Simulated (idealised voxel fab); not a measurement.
voxel released beams: a process module
Square cell edge 5 nm, section width 255 nm, ID cut.
Cross-section format: a grid of square cells, given as bands from top to bottom; each band is one or more rows of cells. The entry gives the band's vertical extent as a top height and a bottom height in nm, then its horizontal make-up as materials from left to right, each with a width in nm. "air" stands for empty space; a single material marked "throughout" fills the band edge to edge. Heights are reckoned from 0. Under this level, the received wafer is all of one material. The bottommost band is open-ended downward, for example "from 0 down". A width such as "30->40" changes by the same amount from each row of cells to the next, from the band's top row to its bottom row. "stayed the same" for a step: no cell of the cross-section changed in that step. The entry titled "Closed internal voids" provides the empty spaces that have no open way to the top, restricted to those of 8 cells or more. Each is presented as width x height at distance, the distance being measured from the left edge, with all three in nm. Whatever follows a step's settings on its line is a remark the simulator itself makes about that step. overlay nm, on a step with a mask: how far to the right of its planned place the mask lay; to the left if negative.
# Process steps foreseen in the plan
1,RECEIVE: material Si
2,CONFORMAL_DEP: material Al2O3, thk nm 10
3,DIRECTIONAL_DEP: material SiO2, thk nm 15
4,DIRECTIONAL_DEP: material aC, thk nm 15
5,PATTERN: tone open, mask id ANCHOR, material resist, width nm 45, thk nm 30, overlay nm 0
6,DIRECTIONAL_ETCH: etch materials aC, depth nm 15
7,STRIP: etch materials resist
8,DIRECTIONAL_ETCH: etch materials SiO2, depth nm 15
9,STRIP: etch materials aC
10,CONFORMAL_DEP: material polySi, thk nm 15
11,PATTERN: tone cover, mask id BEAM, material resist, width nm 110, thk nm 20, overlay nm 0
12,DIRECTIONAL_ETCH: etch materials polySi, depth nm 15
13,STRIP: etch materials resist
14,STRIP: etch materials SiO2
# Cross-section of the wafer upon arrival, representing the state reached after step 1
from 0 down | Si throughout
Closed internal voids: none
# Post-module cross-section of the first of two wafers (run per plan)
from 40 to 25 | 70 of air / 20 of polySi / 15 of air / 75 of polySi / 75 of air
from 25 to 10 | 75 of air / 45 of polySi / 135 of air
from 10 to 0 | Al2O3 throughout
from 0 down | Si throughout
Closed internal voids: none
# Second wafer cross-section at end of module - shared start and plan with the first, one mistake in the run
from 30 to 15 | 70 of air / 20 of polySi / 15 of air / 75 of polySi / 75 of air
from 15 to 0 | 75 of air / 45 of polySi / 135 of air
from 0 down | Si throughout
Closed internal voids: none
The mistake made against the process plan was this: no execution of plan step 2; skipped
FYI, end of process, the second wafer has more or fewer cells of some materials than the first: Al2O3 -102
